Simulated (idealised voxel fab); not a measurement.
Documented hereafter: the process module known as voxel self aligned contacts.
Square cells of 5 nm make up the cross-section cut, whose width is 230 nm.
Throughout this document, each cross-section is represented as a grid of square cells and is presented as a sequence of bands enumerated from the top downward, where a band comprises one or more rows of cells.
Basically the band line says how high the top is and how high the bottom is, in nm, and then what's in it from left to right, every material with its width in nm. Empty space shows up as "empty", and if a single material carries "all across" it runs the full band edge to edge.
Counting heights begins at 0, where everything beneath is, in the wafer as received, one material. The lowest band has no bottom; it goes on downwards, as "0 and below" shows.
Width "30->40": first value at the band's top row of cells, second value at its bottom row, equal change from row to row.
"no modification" after a step means that no cell of the cross-section changed.
Look at "Completely enclosed voids" for the closed voids: empty spaces with no open path to the top, sized 8 cells or up. Each is width x height at distance, distance from the left edge, all nm.
Where a step's line continues beyond its settings, the continuation is a remark by the simulator itself on that step.
On any step carrying a mask, the "overlay nm" setting, if present on the step's line, tells how far right of its planned place the mask lay; negative values point to the left.

plan
1 op RECEIVE | material Si
2 op OXIDIZE | depth nm 5
3 op DIRECTIONAL_DEP | material polySi | thk nm 20
4 op DIRECTIONAL_DEP | material SiN | thk nm 25
5 op MASKED_ETCH | tone cover | mask id GATE | width nm 35 | pitch nm 75 | etch materials SiN | depth nm 25 | overlay nm 0
6 op MASKED_ETCH | tone cover | mask id GATE | width nm 35 | pitch nm 75 | etch materials polySi | depth nm 20 | overlay nm 0
7 op CONFORMAL_DEP | material SiN | thk nm 10
8 op DIRECTIONAL_ETCH | etch materials SiN | depth nm 10
9 op FILL_DEP | material SiO2 | thk nm 15
10 op CMP | height nm 50
11 op DIRECTIONAL_DEP | material aC | thk nm 10
12 op PATTERN | tone open | mask id CONTACT | material resist | width nm 60 | pitch nm 75 | thk nm 30 | overlay nm 0
13 op DIRECTIONAL_ETCH | etch materials aC | depth nm 10
14 op STRIP | etch materials resist
15 op DIRECTIONAL_ETCH | etch materials SiO2 | depth nm 55
16 op STRIP | etch materials aC
17 op CONFORMAL_DEP | material TiN | thk nm 5
18 op FILL_DEP | material Ru | thk nm 10
19 op CMP | height nm 50
20 op CONFORMAL_DEP | material SiCN | thk nm 5

Wafer at receipt (post step 1), cross-section
    0 and below: Si all across
    Completely enclosed voids: none

Cross-section: first of two wafers, module finished, run according to plan
    55 down to 50: SiCN all across
    50 down to 45: SiO2 45 | TiN 25 | Ru 10 | TiN 25 | SiO2 15 | TiN 25 | Ru 10 | TiN 25 | SiO2 50
    45 down to 20: SiO2 10 | SiN 55 | TiN 5 | Ru 10 | TiN 5 | SiN 55 | TiN 5 | Ru 10 | TiN 5 | SiN 55 | SiO2 15
    20 down to 0: SiO2 10 | SiN 10 | polySi 35 | SiN 10 | TiN 5 | Ru 10 | TiN 5 | SiN 10 | polySi 35 | SiN 10 | TiN 5 | Ru 10 | TiN 5 | SiN 10 | polySi 35 | SiN 10 | SiO2 15
    0 down to -5: SiO2 65 | TiN 20 | SiO2 55 | TiN 20 | SiO2 70
    -5 and below: Si all across
    Completely enclosed voids: none

Cross-sectional view of the second of two wafers upon completion of the module. This wafer shared its starting condition and process plan with the first; one error was made during its execution
    55 down to 50: SiCN all across
    50 down to 45: SiO2 45 | TiN 60 | SiO2 15 | TiN 60 | SiO2 50
    45 down to 20: SiN 30 | SiO2 15 | SiN 60 | SiO2 15 | SiN 60 | SiO2 15 | SiN 35
    20 down to 0: polySi all across
    0 down to -5: SiO2 all across
    -5 and below: Si all across
    Completely enclosed voids: none
The plan and the run diverged here: the process deviated at step 5: the operation and settings actually run there were op MASKED_ETCH | tone open | mask id GATE | width nm 35 | pitch nm 75 | etch materials SiN | depth nm 25 | overlay nm 0
Per the end-of-run cell counts, the second wafer holds more or fewer of some materials than the first: Ru: 40 fewer | SiN: 28 fewer | SiO2: 8 more | TiN: 40 fewer | polySi: 100 more
